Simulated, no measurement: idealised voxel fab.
A process module follows: voxel trench capacitor.
The cross-section on display is named cut; it measures 300 nm wide, and its cells are 5 nm squares.
Heads up, the way a cross-section reads in here is a grid of square cells, handed over as bands from the top down, with every band being one or more rows of cells. Band entry format. Leading values: height of top, height of bottom, nm. Remainder: materials in left-to-right order, each with its width in nm. Special words: "full width" on a single material, which then fills the band edge to edge; "empty", empty space. It should be noted that heights are counted from 0, beneath which the wafer as supplied is of one material throughout, and that the lowest band possesses no lower boundary but continues downward, as written in "0 and below". Top row gets the first number, bottom row gets the second, and each row in between changes by the same step: that is how a band width like "30..40" works. It should be understood that the words "nothing changed", when stated for a given step, signify that the cross-section underwent no change in any of its cells during that step. Each empty space that has no open way to the top and spans at least 8 cells appears under "Enclosed internal voids" as width x height at distance, the distance counted from the left edge, all in nm. If you see something after the settings on a step's line, that's the simulator's own remark about that step. "overlay nm" denotes, for a step that has a mask, the displacement of the mask to the right of its planned place, with negative values corresponding to the left.

Steps in the process plan
1. RECEIVE, material Si
2. CONFORMAL_DEP, material SiN, thk nm 5
3. DIRECTIONAL_DEP, material aC, thk nm 10
4. PATTERN, tone open, mask id TRENCH, material resist, width nm 20, pitch nm 35, thk nm 30, overlay nm -15
5. DIRECTIONAL_ETCH, etch materials aC, depth nm 10
6. STRIP, etch materials resist
7. DIRECTIONAL_ETCH, etch materials SiN, depth nm 5
8. DIRECTIONAL_ETCH, etch materials Si, depth nm 35
9. STRIP, etch materials aC
10. CONFORMAL_DEP, material SiO2, thk nm 5
11. FILL_DEP, material polySi, thk nm 10
12. CMP, height nm 5
Be aware that, although all wafers share a common starting state, the overlay nm at step 4 differs among them, and the plan displays the first wafer's value.

Here's the first of the wafers in cross-section, just as we got it, i.e. after step 1
0 and below = Si full width
Enclosed internal voids: none

The figure below presents a cross-section of the first of several wafers at the conclusion of the module, following its last step, step 12
5 down to 0 = 90 of SiN; 5 of SiO2; 10 of polySi; 5 of SiO2; 15 of SiN; 5 of SiO2; 10 of polySi; 5 of SiO2; 15 of SiN; 5 of SiO2; 10 of polySi; 5 of SiO2; 120 of SiN
0 down to -30 = 90 of Si; 5 of SiO2; 10 of polySi; 5 of SiO2; 15 of Si; 5 of SiO2; 10 of polySi; 5 of SiO2; 15 of Si; 5 of SiO2; 10 of polySi; 5 of SiO2; 120 of Si
-30 down to -35 = 90 of Si; 20 of SiO2; 15 of Si; 20 of SiO2; 15 of Si; 20 of SiO2; 120 of Si
-35 and below = Si full width
Enclosed internal voids: none

Here we cross-sectioned the last of the wafers once the module was done
5 down to 0 = 120 of SiN; 5 of SiO2; 10 of polySi; 5 of SiO2; 15 of SiN; 5 of SiO2; 10 of polySi; 5 of SiO2; 15 of SiN; 5 of SiO2; 10 of polySi; 5 of SiO2; 90 of SiN
0 down to -30 = 120 of Si; 5 of SiO2; 10 of polySi; 5 of SiO2; 15 of Si; 5 of SiO2; 10 of polySi; 5 of SiO2; 15 of Si; 5 of SiO2; 10 of polySi; 5 of SiO2; 90 of Si
-30 down to -35 = 120 of Si; 20 of SiO2; 15 of Si; 20 of SiO2; 15 of Si; 20 of SiO2; 90 of Si
-35 and below = Si full width
Enclosed internal voids: none

Per-wafer rows below. For each material: cells gained (+) or lost (-) since the wafer was received, as of end of module. Then: closed voids
overlay nm -15; -84 Si; +48 SiN; +54 SiO2; +42 polySi; Enclosed internal voids: none
overlay nm -10; -84 Si; +48 SiN; +54 SiO2; +42 polySi; Enclosed internal voids: none
overlay nm -5; -84 Si; +48 SiN; +54 SiO2; +42 polySi; Enclosed internal voids: none
overlay nm 0; -84 Si; +48 SiN; +54 SiO2; +42 polySi; Enclosed internal voids: none
overlay nm 5; -84 Si; +48 SiN; +54 SiO2; +42 polySi; Enclosed internal voids: none
overlay nm 10; -84 Si; +48 SiN; +54 SiO2; +42 polySi; Enclosed internal voids: none
overlay nm 15; -84 Si; +48 SiN; +54 SiO2; +42 polySi; Enclosed internal voids: none
